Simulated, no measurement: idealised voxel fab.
process module | voxel trench capacitor
cross-section cut | 145 nm wide | cells 5 nm
A cross-section is a grid of square cells, given in bands from the top down. A band is one or more rows of cells.
Each band's line starts with the height of the band's top and of its bottom, in nm. Then come its materials from left to right, each with its width in nm. One material with "throughout" fills the band from edge to edge. "air" is empty space.
Height 0 is the level under which the wafer as received is all one material. The lowest band goes on downwards, as in "0 down".
A width such as "30 to 40" changes by the same amount from each row of cells to the next, from the band's top row to its bottom row.
"no change" after a step means that no cell of the cross-section changed.
closed voids: empty space of 8 cells or more with no open way to the top, each as width x height at its distance from the left edge, in nm
after a step's settings: what the simulator itself notes on the step
overlay nm, on a step with a mask: how far to the right of its planned place the mask lay; to the left if negative
plan
1 op RECEIVE | material Si
2 op CONFORMAL_DEP | material SiN | thk nm 10
3 op MASKED_ETCH | tone open | mask id TRENCH | width nm 30 | pitch nm 45 | etch materials SiN | depth nm 10 | overlay nm 0
4 op MASKED_ETCH | tone open | mask id TRENCH | width nm 30 | pitch nm 45 | etch materials Si | depth nm 40 | overlay nm 0
5 op CONFORMAL_DEP | material HfO2 | thk nm 5
6 op CONFORMAL_DEP | material TiN | thk nm 5
7 op FILL_DEP | material W | thk nm 10
8 op CMP | height nm 10
as received, after step 1
  0 down: Si throughout
  closed voids: none
first wafer at the end, as planned
  10 to 0: SiN 35 | HfO2 5 | TiN 5 | W 10 | TiN 5 | HfO2 5 | SiN 15 | HfO2 5 | TiN 5 | W 10 | TiN 5 | HfO2 5 | SiN 35
  0 to -30: Si 35 | HfO2 5 | TiN 5 | W 10 | TiN 5 | HfO2 5 | Si 15 | HfO2 5 | TiN 5 | W 10 | TiN 5 | HfO2 5 | Si 35
  -30 to -35: Si 35 | HfO2 5 | TiN 20 | HfO2 5 | Si 15 | HfO2 5 | TiN 20 | HfO2 5 | Si 35
  -35 to -40: Si 35 | HfO2 30 | Si 15 | HfO2 30 | Si 35
  -40 down: Si throughout
  closed voids: none
second wafer at the end: like start, like plan, one mistake
  10 to 0: SiN 35 | HfO2 5 | TiN 5 | W 10 | TiN 5 | HfO2 5 | SiN 15 | HfO2 5 | TiN 5 | W 10 | TiN 5 | HfO2 5 | SiN 35
  0 to -70: Si 35 | HfO2 5 | TiN 5 | W 10 | TiN 5 | HfO2 5 | Si 15 | HfO2 5 | TiN 5 | W 10 | TiN 5 | HfO2 5 | Si 35
  -70 to -75: Si 35 | HfO2 5 | TiN 20 | HfO2 5 | Si 15 | HfO2 5 | TiN 20 | HfO2 5 | Si 35
  -75 to -80: Si 35 | HfO2 30 | Si 15 | HfO2 30 | Si 35
  -80 down: Si throughout
  closed voids: none
what went wrong: step 4 was run twice
at the end the second wafer has, in cells: 32 more of HfO2 | 96 fewer of Si | 32 more of TiN | 32 more of W
